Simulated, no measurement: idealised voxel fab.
voxel self aligned contacts: a process module
The width of the displayed cross-section, cut, is 240 nm; its cells are square, with a size of 5 nm.
Just so we're on the same page, the cross-sections are grids of square cells, and they're listed out in bands top to bottom, each band one or more rows deep.
First you get the band's top height and its bottom height, in nm, and then the materials it's made of, left to right, with each width in nm. If you see a single material with "throughout", that one covers the band edge to edge. "air" is empty space.
Ref level 0: as-received wafer is one material below here. Bottom band extends down with no lower bound ("0 nm and below").
The expression "30 to 40" gives the width at the extremes of the band, the first number at its top row of cells and the second at its bottom row, with the width changing by equal amounts from each row to the next in between.
The designation "no alteration", where it is given for a processing step, indicates that no cell of the cross-section was altered in the course of that step.
The label "Enclosed empty spaces" introduces a list of the empty spaces, 8 cells or larger, that have no open way up to the top; each entry in it reads width x height at distance, where the distance is taken from the left edge and all three are stated in nm.
On each step's line, the part that comes after the settings is the simulator's own comment on the step.
Among the settings permitted on a step's line is "overlay nm"; applied to a step with a mask, it specifies the extent to which the mask lay to the right of its planned position, whereas a negative figure signifies a position to the left.
Below is the list of planned process steps
1 RECEIVE (material Si)
2 CONFORMAL_DEP (material SiO2; thk nm 5)
3 DIRECTIONAL_DEP (material polySi; thk nm 25)
4 DIRECTIONAL_DEP (material SiN; thk nm 20)
5 DIRECTIONAL_DEP (material aC; thk nm 10)
6 PATTERN (tone cover; mask id GATE; material resist; width nm 35; pitch nm 75; thk nm 25; overlay nm 0)
7 DIRECTIONAL_ETCH (etch materials aC; depth nm 10)
8 STRIP (etch materials resist)
9 DIRECTIONAL_ETCH (etch materials SiN; depth nm 20)
10 DIRECTIONAL_ETCH (etch materials polySi; depth nm 25)
11 STRIP (etch materials aC)
12 CONFORMAL_DEP (material SiN; thk nm 10)
13 DIRECTIONAL_ETCH (etch materials SiN; depth nm 10)
14 FILL_DEP (material SiO2; thk nm 10)
15 CMP (height nm 55)
16 MASKED_ETCH (tone open; mask id CONTACT; width nm 60; etch materials SiO2; depth nm 55; overlay nm 0)
17 CONFORMAL_DEP (material TiN; thk nm 5)
18 FILL_DEP (material W; thk nm 5)
19 CMP (height nm 55)
20 CONFORMAL_DEP (material SiCN; thk nm 5)
As-received state of the wafer in cross-section, equivalent to post-step 1
- 0 nm and below = Si throughout
- Enclosed empty spaces: none
Cross-section at module end, one run error; start and plan unchanged from above
- 60 nm to 55 nm = SiCN throughout
- 55 nm to 50 nm = SiO2=90 / TiN=60 / SiO2=90
- 50 nm to 30 nm = SiN=75 / SiO2=15 / SiN=60 / SiO2=15 / SiN=75
- 30 nm to 5 nm = polySi=65 / SiN=10 / SiO2=15 / SiN=10 / polySi=40 / SiN=10 / SiO2=15 / SiN=10 / polySi=65
- 5 nm to 0 nm = SiO2 throughout
- 0 nm and below = Si throughout
- Enclosed empty spaces: none
What was the processing mistake? step 6 ran as: PATTERN (tone open; mask id GATE; material resist; width nm 35; pitch nm 75; thk nm 25; overlay nm 0)
